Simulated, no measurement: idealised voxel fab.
The document below concerns the process module designated voxel self aligned vias.
Square cells of 5 nm make up the cross-section cut, whose width is 255 nm.
Each cross-section below is a grid of square cells, stated as bands in top-down order, with one or more rows of cells making up each band.
Band: top height; bottom height; in nm. Then, left to right: material with width in nm, for each material. "full width": a single material spanning edge to edge. "air": empty space.
All heights in this document are referenced to 0, defined as the level beneath which the wafer, as received, consists entirely of one material. The lowest band is not bounded below; it extends indefinitely downward and is written in the form "0 and below".
Width "30 to 40": first value at the band's top row of cells, second value at its bottom row, equal change from row to row.
Given "remained the same" for a step, no cell of the cross-section differs between before and after that step.
Basically, "Closed-off voids" tells you about the enclosed voids: empty spaces with no open way to the top, 8 cells or bigger, each written width x height at distance, where distance is from the left edge, all in nm.
Heads up: the bit after the settings on a step's line is the simulator's remark on that step.
You can add "overlay nm" to a step's line. For a step with a mask, it describes how far the mask lay to the right of its planned position, and a negative number describes a lay to the left.

-- Steps planned for the process
1. RECEIVE: material Si
2. CONFORMAL_DEP: material SiO2, thk nm 10
3. CONFORMAL_DEP: material SiCN, thk nm 5
4. DIRECTIONAL_DEP: material lowk, thk nm 25
5. PATTERN: tone open, mask id LINES, material resist, width nm 25, pitch nm 55, thk nm 20, overlay nm 0
6. DIRECTIONAL_ETCH: etch materials lowk, depth nm 25
7. STRIP: etch materials resist
8. CONFORMAL_DEP: material TiN, thk nm 5
9. FILL_DEP: material Ru, thk nm 10
10. CMP: height nm 40
11. SELECTIVE_ETCH: etch materials W Ru TiN, depth nm 5
12. FILL_DEP: material SiN, thk nm 10
13. CMP: height nm 40
14. DIRECTIONAL_DEP: material lowk, thk nm 15
15. DIRECTIONAL_DEP: material aC, thk nm 15
16. PATTERN: tone open, mask id VIAS, material resist, width nm 35, pitch nm 55, thk nm 30, overlay nm 0
17. DIRECTIONAL_ETCH: etch materials aC, depth nm 15
18. STRIP: etch materials resist
19. DIRECTIONAL_ETCH: etch materials lowk, depth nm 15
20. DIRECTIONAL_ETCH: etch materials SiN, depth nm 5
21. STRIP: etch materials aC
22. CONFORMAL_DEP: material TiN, thk nm 5
23. FILL_DEP: material Cu, thk nm 10
24. CMP: height nm 55
25. CONFORMAL_DEP: material SiCN, thk nm 5

-- The first of the two wafers, which ran as planned

-- as received, after step 1
    0 and below | Si full width
    Closed-off voids: none

-- How the wafer stands in section after step 2
    10 down to 0 | SiO2 full width
    At heights below 0, the structure remains unaltered.

-- How the wafer stands in section after step 3
    15 down to 10 | SiCN full width
    At heights below 10, the structure remains unaltered.

-- How the wafer stands in section after step 4
    40 down to 15 | lowk full width
    At heights below 15, the structure remains unaltered.

-- How the wafer stands in section after step 5
    60 down to 40 | 85 nm resist; 25 nm air; 30 nm resist; 25 nm air; 90 nm resist
    At heights below 40, the structure remains unaltered.

-- How the wafer stands in section after step 6
    60 down to 40 | 85 nm resist; 25 nm air; 30 nm resist; 25 nm air; 90 nm resist
    40 down to 15 | 85 nm lowk; 25 nm air; 30 nm lowk; 25 nm air; 90 nm lowk
    At heights below 15, the structure remains unaltered.

-- How the wafer stands in section after step 7
    40 down to 15 | 85 nm lowk; 25 nm air; 30 nm lowk; 25 nm air; 90 nm lowk
    At heights below 15, the structure remains unaltered.

-- How the wafer stands in section after step 8
    45 down to 40 | 90 nm TiN; 15 nm air; 40 nm TiN; 15 nm air; 95 nm TiN
    40 down to 20 | 85 nm lowk; 5 nm TiN; 15 nm air; 5 nm TiN; 30 nm lowk; 5 nm TiN; 15 nm air; 5 nm TiN; 90 nm lowk
    20 down to 15 | 85 nm lowk; 25 nm TiN; 30 nm lowk; 25 nm TiN; 90 nm lowk
    At heights below 15, the structure remains unaltered.

-- How the wafer stands in section after step 9
    55 down to 45 | Ru full width
    45 down to 40 | 90 nm TiN; 15 nm Ru; 40 nm TiN; 15 nm Ru; 95 nm TiN
    40 down to 20 | 85 nm lowk; 5 nm TiN; 15 nm Ru; 5 nm TiN; 30 nm lowk; 5 nm TiN; 15 nm Ru; 5 nm TiN; 90 nm lowk
    At heights below 20, the structure remains unaltered.

-- How the wafer stands in section after step 10
    40 down to 20 | 85 nm lowk; 5 nm TiN; 15 nm Ru; 5 nm TiN; 30 nm lowk; 5 nm TiN; 15 nm Ru; 5 nm TiN; 90 nm lowk
    At heights below 20, the structure remains unaltered.

-- How the wafer stands in section after step 11
    40 down to 35 | 85 nm lowk; 25 nm air; 30 nm lowk; 25 nm air; 90 nm lowk
    At heights below 35, the structure remains unaltered.

-- How the wafer stands in section after step 12
    50 down to 40 | SiN full width
    40 down to 35 | 85 nm lowk; 25 nm SiN; 30 nm lowk; 25 nm SiN; 90 nm lowk
    At heights below 35, the structure remains unaltered.

-- How the wafer stands in section after step 13
    40 down to 35 | 85 nm lowk; 25 nm SiN; 30 nm lowk; 25 nm SiN; 90 nm lowk
    At heights below 35, the structure remains unaltered.

-- How the wafer stands in section after step 14
    55 down to 40 | lowk full width
    At heights below 40, the structure remains unaltered.

-- How the wafer stands in section after step 15
    70 down to 55 | aC full width
    At heights below 55, the structure remains unaltered.

-- How the wafer stands in section after step 16
    100 down to 70 | 80 nm resist; 35 nm air; 20 nm resist; 35 nm air; 85 nm resist
    At heights below 70, the structure remains unaltered.

-- How the wafer stands in section after step 17
    85 down to 70 | 80 nm resist; 35 nm air; 20 nm resist; 35 nm air; 85 nm resist
    70 down to 55 | 80 nm aC; 35 nm air; 20 nm aC; 35 nm air; 85 nm aC
    At heights below 55, the structure remains unaltered.

-- How the wafer stands in section after step 18
    70 down to 55 | 80 nm aC; 35 nm air; 20 nm aC; 35 nm air; 85 nm aC
    At heights below 55, the structure remains unaltered.

-- How the wafer stands in section after step 19
    70 down to 55 | 80 nm aC; 35 nm air; 20 nm aC; 35 nm air; 85 nm aC
    55 down to 40 | 80 nm lowk; 35 nm air; 20 nm lowk; 35 nm air; 85 nm lowk
    At heights below 40, the structure remains unaltered.

-- How the wafer stands in section after step 20
    70 down to 55 | 80 nm aC; 35 nm air; 20 nm aC; 35 nm air; 85 nm aC
    55 down to 40 | 80 nm lowk; 35 nm air; 20 nm lowk; 35 nm air; 85 nm lowk
    40 down to 35 | 85 nm lowk; 25 nm air; 30 nm lowk; 25 nm air; 90 nm lowk
    At heights below 35, the structure remains unaltered.

-- How the wafer stands in section after step 21
    55 down to 40 | 80 nm lowk; 35 nm air; 20 nm lowk; 35 nm air; 85 nm lowk
    At heights below 40, the structure remains unaltered.

-- How the wafer stands in section after step 22
    60 down to 55 | 85 nm TiN; 25 nm air; 30 nm TiN; 25 nm air; 90 nm TiN
    55 down to 45 | 80 nm lowk; 5 nm TiN; 25 nm air; 5 nm TiN; 20 nm lowk; 5 nm TiN; 25 nm air; 5 nm TiN; 85 nm lowk
    45 down to 40 | 80 nm lowk; 10 nm TiN; 15 nm air; 10 nm TiN; 20 nm lowk; 10 nm TiN; 15 nm air; 10 nm TiN; 85 nm lowk
    40 down to 35 | 85 nm lowk; 25 nm TiN; 30 nm lowk; 25 nm TiN; 90 nm lowk
    At heights below 35, the structure remains unaltered.

-- How the wafer stands in section after step 23
    70 down to 60 | Cu full width
    60 down to 55 | 85 nm TiN; 25 nm Cu; 30 nm TiN; 25 nm Cu; 90 nm TiN
    55 down to 45 | 80 nm lowk; 5 nm TiN; 25 nm Cu; 5 nm TiN; 20 nm lowk; 5 nm TiN; 25 nm Cu; 5 nm TiN; 85 nm lowk
    45 down to 40 | 80 nm lowk; 10 nm TiN; 15 nm Cu; 10 nm TiN; 20 nm lowk; 10 nm TiN; 15 nm Cu; 10 nm TiN; 85 nm lowk
    At heights below 40, the structure remains unaltered.

-- How the wafer stands in section after step 24
    55 down to 45 | 80 nm lowk; 5 nm TiN; 25 nm Cu; 5 nm TiN; 20 nm lowk; 5 nm TiN; 25 nm Cu; 5 nm TiN; 85 nm lowk
    At heights below 45, the structure remains unaltered.

-- How the wafer stands in section after step 25
    60 down to 55 | SiCN full width
    At heights below 55, the structure remains unaltered.

-- Wafer two of the pair: same origin, same plan, one error during the run; identical to wafer one up to and including step 18

-- Second wafer, sectioned view, at step 19's planned end time
    70 down to 55 | 80 nm aC; 35 nm air; 20 nm aC; 35 nm air; 85 nm aC
    55 down to 40 | 80 nm lowk; 35 nm air; 20 nm lowk; 35 nm air; 85 nm lowk
    40 down to 35 | 80 nm lowk; 5 nm air; 25 nm SiN; 5 nm air; 20 nm lowk; 5 nm air; 25 nm SiN; 5 nm air; 85 nm lowk
    35 down to 25 | 80 nm lowk; 5 nm air; 5 nm TiN; 15 nm Ru; 5 nm TiN; 5 nm air; 20 nm lowk; 5 nm air; 5 nm TiN; 15 nm Ru; 5 nm TiN; 5 nm air; 85 nm lowk
    At heights below 25, the structure remains unaltered.

-- Second wafer, sectioned view, at step 20's planned end time
    70 down to 55 | 80 nm aC; 35 nm air; 20 nm aC; 35 nm air; 85 nm aC
    55 down to 35 | 80 nm lowk; 35 nm air; 20 nm lowk; 35 nm air; 85 nm lowk
    At heights below 35, the structure remains unaltered.

-- Second wafer, sectioned view, at step 21's planned end time
    55 down to 35 | 80 nm lowk; 35 nm air; 20 nm lowk; 35 nm air; 85 nm lowk
    At heights below 35, the structure remains unaltered.

-- Second wafer, sectioned view, at step 22's planned end time
    60 down to 55 | 85 nm TiN; 25 nm air; 30 nm TiN; 25 nm air; 90 nm TiN
    55 down to 40 | 80 nm lowk; 5 nm TiN; 25 nm air; 5 nm TiN; 20 nm lowk; 5 nm TiN; 25 nm air; 5 nm TiN; 85 nm lowk
    40 down to 35 | 80 nm lowk; 35 nm TiN; 20 nm lowk; 35 nm TiN; 85 nm lowk
    35 down to 25 | 80 nm lowk; 10 nm TiN; 15 nm Ru; 10 nm TiN; 20 nm lowk; 10 nm TiN; 15 nm Ru; 10 nm TiN; 85 nm lowk
    At heights below 25, the structure remains unaltered.

-- Second wafer, sectioned view, at step 23's planned end time
    70 down to 60 | Cu full width
    60 down to 55 | 85 nm TiN; 25 nm Cu; 30 nm TiN; 25 nm Cu; 90 nm TiN
    55 down to 40 | 80 nm lowk; 5 nm TiN; 25 nm Cu; 5 nm TiN; 20 nm lowk; 5 nm TiN; 25 nm Cu; 5 nm TiN; 85 nm lowk
    At heights below 40, the structure remains unaltered.

-- Second wafer, sectioned view, at step 24's planned end time
    55 down to 40 | 80 nm lowk; 5 nm TiN; 25 nm Cu; 5 nm TiN; 20 nm lowk; 5 nm TiN; 25 nm Cu; 5 nm TiN; 85 nm lowk
    At heights below 40, the structure remains unaltered.

-- Second wafer, sectioned view, at step 25's planned end time
    60 down to 55 | SiCN full width
    At heights below 55, the structure remains unaltered.
Deviation noted in wafer processing: step 19 of the plan was executed twice over
FYI, end of process, the second wafer has more or fewer cells of some materials than the first: Cu: 4 more; TiN: 8 more; lowk: 12 fewer
